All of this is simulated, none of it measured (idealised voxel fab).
This section sets out a process module, namely voxel ribs on slabs.
Section shown: cut. Width: 200 nm. Cell size: 5 nm, square.
A cross-section in this document is a grid of square cells, and it is written down as bands, the top band listed before the ones below it; a band is made up of one or more rows of cells. It is stipulated that each band's entry specify, in nanometres, the height of the top of the band and then that of its bottom, followed by the materials of the band in left-to-right sequence, each together with its width in nanometres. A single material marked by the word "throughout" is understood to fill the band from edge to edge; the word "air" is understood to denote empty space. Counting heights begins at 0, where everything beneath is, in the wafer as received, one material. The lowest band has no bottom; it goes on downwards, as "0 and below" shows. Top row gets the first number, bottom row gets the second, and each row in between changes by the same step: that is how a band width like "30->40" works. No cell of the cross-section changed in a step that is given as "no alteration". "Catalogued sealed voids" contains a list of empty spaces, each no smaller than 8 cells and without an open way to the top, written in the form width x height at distance with the distance from the left edge and all three in nm. What comes after the settings on a step's line is commentary from the simulator itself on that step. If you see "overlay nm" on a step's line and that step has a mask, it's telling you how far right of where it was planned the mask ended up; a negative number means it went left instead.
The following list gives the planned process steps
1. RECEIVE with material Si
2. DIRECTIONAL_DEP with material SiO2, thk nm 20
3. DIRECTIONAL_DEP with material SiN, thk nm 20
4. DIRECTIONAL_DEP with material aC, thk nm 10
5. PATTERN with tone cover, mask id RIB, material resist, width nm 20, thk nm 25, overlay nm 0
6. DIRECTIONAL_ETCH with etch materials aC, depth nm 10
7. STRIP with etch materials resist
8. DIRECTIONAL_ETCH with etch materials SiN, depth nm 10
9. STRIP with etch materials aC
10. DIRECTIONAL_DEP with material aC, thk nm 15
11. PATTERN with tone cover, mask id SLAB, material resist, width nm 50, thk nm 30, overlay nm 0
12. DIRECTIONAL_ETCH with etch materials aC, depth nm 15
13. STRIP with etch materials resist
14. DIRECTIONAL_ETCH with etch materials SiN, depth nm 10
15. STRIP with etch materials aC
16. FILL_DEP with material SiO2, thk nm 30
17. CMP with height nm 60
18. DIRECTIONAL_DEP with material TiN, thk nm 5
19. MASKED_ETCH with tone cover, mask id HEATER, width nm 30, etch materials TiN, depth nm 5, overlay nm 0
20. CONFORMAL_DEP with material SiN, thk nm 5
First out of two wafers; run went to plan
Here's what the wafer looked like in cross-section when it arrived - that's after step 1
  0 and below  Si throughout
  Catalogued sealed voids: none
Step 2 done - wafer cross-section
  20 down to 0  SiO2 throughout
  Whatever lies below 0 is exactly as it was before.
Step 3 done - wafer cross-section
  40 down to 20  SiN throughout
  Whatever lies below 20 is exactly as it was before.
Step 4 done - wafer cross-section
  50 down to 40  aC throughout
  Whatever lies below 40 is exactly as it was before.
Step 5 done - wafer cross-section
  75 down to 50  90 air | 20 resist | 90 air
  Whatever lies below 50 is exactly as it was before.
Step 6 done - wafer cross-section
  65 down to 50  90 air | 20 resist | 90 air
  50 down to 40  90 air | 20 aC | 90 air
  Whatever lies below 40 is exactly as it was before.
Step 7 done - wafer cross-section
  50 down to 40  90 air | 20 aC | 90 air
  Whatever lies below 40 is exactly as it was before.
Step 8 done - wafer cross-section
  50 down to 40  90 air | 20 aC | 90 air
  40 down to 30  90 air | 20 SiN | 90 air
  Whatever lies below 30 is exactly as it was before.
Step 9 done - wafer cross-section
  40 down to 30  90 air | 20 SiN | 90 air
  Whatever lies below 30 is exactly as it was before.
Step 10 done - wafer cross-section
  55 down to 45  90 air | 20 aC | 90 air
  45 down to 40  aC throughout
  40 down to 30  90 aC | 20 SiN | 90 aC
  Whatever lies below 30 is exactly as it was before.
Step 11 done - wafer cross-section
  85 down to 55  75 air | 50 resist | 75 air
  55 down to 45  75 air | 15 resist | 20 aC | 15 resist | 75 air
  Whatever lies below 45 is exactly as it was before.
Step 12 done - wafer cross-section
  70 down to 55  75 air | 50 resist | 75 air
  55 down to 45  75 air | 15 resist | 20 aC | 15 resist | 75 air
  45 down to 40  75 air | 50 aC | 75 air
  40 down to 30  75 air | 15 aC | 20 SiN | 15 aC | 75 air
  Whatever lies below 30 is exactly as it was before.
Step 13 done - wafer cross-section
  55 down to 45  90 air | 20 aC | 90 air
  Whatever lies below 45 is exactly as it was before.
Step 14 done - wafer cross-section
  55 down to 45  90 air | 20 aC | 90 air
  45 down to 40  75 air | 50 aC | 75 air
  40 down to 30  75 air | 15 aC | 20 SiN | 15 aC | 75 air
  30 down to 20  75 air | 50 SiN | 75 air
  Whatever lies below 20 is exactly as it was before.
Step 15 done - wafer cross-section
  40 down to 30  90 air | 20 SiN | 90 air
  Whatever lies below 30 is exactly as it was before.
Step 16 done - wafer cross-section
  70 down to 40  SiO2 throughout
  40 down to 30  90 SiO2 | 20 SiN | 90 SiO2
  30 down to 20  75 SiO2 | 50 SiN | 75 SiO2
  Whatever lies below 20 is exactly as it was before.
Step 17 done - wafer cross-section
  60 down to 40  SiO2 throughout
  Whatever lies below 40 is exactly as it was before.
Step 18 done - wafer cross-section
  65 down to 60  TiN throughout
  Whatever lies below 60 is exactly as it was before.
Step 19 done - wafer cross-section
  65 down to 60  85 air | 30 TiN | 85 air
  Whatever lies below 60 is exactly as it was before.
Step 20 done - wafer cross-section
  70 down to 65  80 air | 40 SiN | 80 air
  65 down to 60  85 SiN | 30 TiN | 85 SiN
  Whatever lies below 60 is exactly as it was before.
Wafer two. Same start, same plan, one slip in execution. Same as wafer one through step 9, inclusive
Cross-section of the second wafer at the time step 10 of the plan should have ended
  55 down to 45  90 air | 20 TiN | 90 air
  45 down to 40  TiN throughout
  40 down to 30  90 TiN | 20 SiN | 90 TiN
  Whatever lies below 30 is exactly as it was before.
Cross-section of the second wafer at the time step 11 of the plan should have ended
  85 down to 55  75 air | 50 resist | 75 air
  55 down to 45  75 air | 15 resist | 20 TiN | 15 resist | 75 air
  Whatever lies below 45 is exactly as it was before.
Cross-section of the second wafer at the time step 12 of the plan should have ended
  70 down to 55  75 air | 50 resist | 75 air
  Whatever lies below 55 is exactly as it was before.
Cross-section of the second wafer at the time step 13 of the plan should have ended
  55 down to 45  90 air | 20 TiN | 90 air
  Whatever lies below 45 is exactly as it was before.
Cross-section of the second wafer at the time step 14 of the plan should have ended: no alteration
Cross-section of the second wafer at the time step 15 of the plan should have ended: no alteration
Cross-section of the second wafer at the time step 16 of the plan should have ended
  85 down to 55  SiO2 throughout
  55 down to 45  90 SiO2 | 20 TiN | 90 SiO2
  Whatever lies below 45 is exactly as it was before.
Cross-section of the second wafer at the time step 17 of the plan should have ended
  60 down to 55  SiO2 throughout
  Whatever lies below 55 is exactly as it was before.
Cross-section of the second wafer at the time step 18 of the plan should have ended
  65 down to 60  TiN throughout
  Whatever lies below 60 is exactly as it was before.
Cross-section of the second wafer at the time step 19 of the plan should have ended
  65 down to 60  85 air | 30 TiN | 85 air
  Whatever lies below 60 is exactly as it was before.
Cross-section of the second wafer at the time step 20 of the plan should have ended
  70 down to 65  80 air | 40 SiN | 80 air
  65 down to 60  85 SiN | 30 TiN | 85 SiN
  Whatever lies below 60 is exactly as it was before.
What broke from the plan during processing? heads up, step 10 didn't go per plan, it actually ran as DIRECTIONAL_DEP with material TiN, thk nm 15
At the finish, the second wafer shows more or fewer cells for some materials than the first does: SiN: 60 more; SiO2: 180 fewer; TiN: 120 more
